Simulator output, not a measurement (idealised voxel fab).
Process module heading - voxel ribs on slabs
It is cross-section cut that appears here, measuring 280 nm in width, its square cells being 5 nm in size.
Notation: cross-section as square-cell grid; stated in bands, top first, going down; one or more cell rows per band.
For a band, the entry starts with two heights in nm, that of the top and then that of the bottom, and carries on with the band's materials in order from left to right, each alongside its width in nm; the word "full width" beside a single material means it fills the band edge to edge, and "blank" means empty space.
Heights are measured from 0, the level below which the as-received wafer is all one material; the lowest band has no bottom and continues downward, written as in "0..down".
A two-number width, for instance "30..40", indicates that the width is equal to the first number in the top row of the band and to the second number in the bottom row, and that it changes by a constant amount per row of cells.
It should be understood that the words "nothing changed", when stated for a given step, signify that the cross-section underwent no change in any of its cells during that step.
Enclosed voids (no open way to top), threshold 8 cells or more, entry "Enclosed void listing", notation width x height at distance, distance from left edge, nm.
Step line, after settings: the simulator's comment on this step.
"overlay nm" answers the question of how far to the right of plan the mask lay on a step that has a mask, and when it is negative the answer is to the left.

### Set out below are the planned steps of the process
1 RECEIVE [material Si]
2 DIRECTIONAL_DEP [material SiO2] [thk nm 25]
3 DIRECTIONAL_DEP [material SiN] [thk nm 25]
4 MASKED_ETCH [tone cover] [mask id RIB] [width nm 15] [etch materials SiN] [depth nm 15] [overlay nm 0]
5 PATTERN [tone cover] [mask id SLAB] [material resist] [width nm 55] [thk nm 20] [overlay nm 0]
6 DIRECTIONAL_ETCH [etch materials SiN] [depth nm 10]
7 STRIP [etch materials resist]
8 FILL_DEP [material SiO2] [thk nm 20]
9 CMP [height nm 65]
10 DIRECTIONAL_DEP [material TiN] [thk nm 10]
11 DIRECTIONAL_DEP [material aC] [thk nm 15]
12 PATTERN [tone cover] [mask id HEATER] [material resist] [width nm 25] [thk nm 35] [overlay nm 0]
13 DIRECTIONAL_ETCH [etch materials aC] [depth nm 15]
14 STRIP [etch materials resist]
15 DIRECTIONAL_ETCH [etch materials TiN] [depth nm 10]
16 STRIP [etch materials aC]
17 CONFORMAL_DEP [material SiN] [thk nm 10]

### Wafer cross-section on receipt, i.e. after step 1
	0..down = Si full width
	Enclosed void listing: none

### Cross-sectional result after module completion. Note: starting condition and plan are unchanged from above; one processing mistake was made
	85..75 = blank 115  SiN 45  blank 120
	75..65 = SiN 125  TiN 25  SiN 130
	65..25 = SiO2 full width
	25..0 = SiN full width
	0..down = Si full width
	Enclosed void listing: none
What went wrong in running the wafer? mixed up steps 2 and 3 - ran each in the other's place
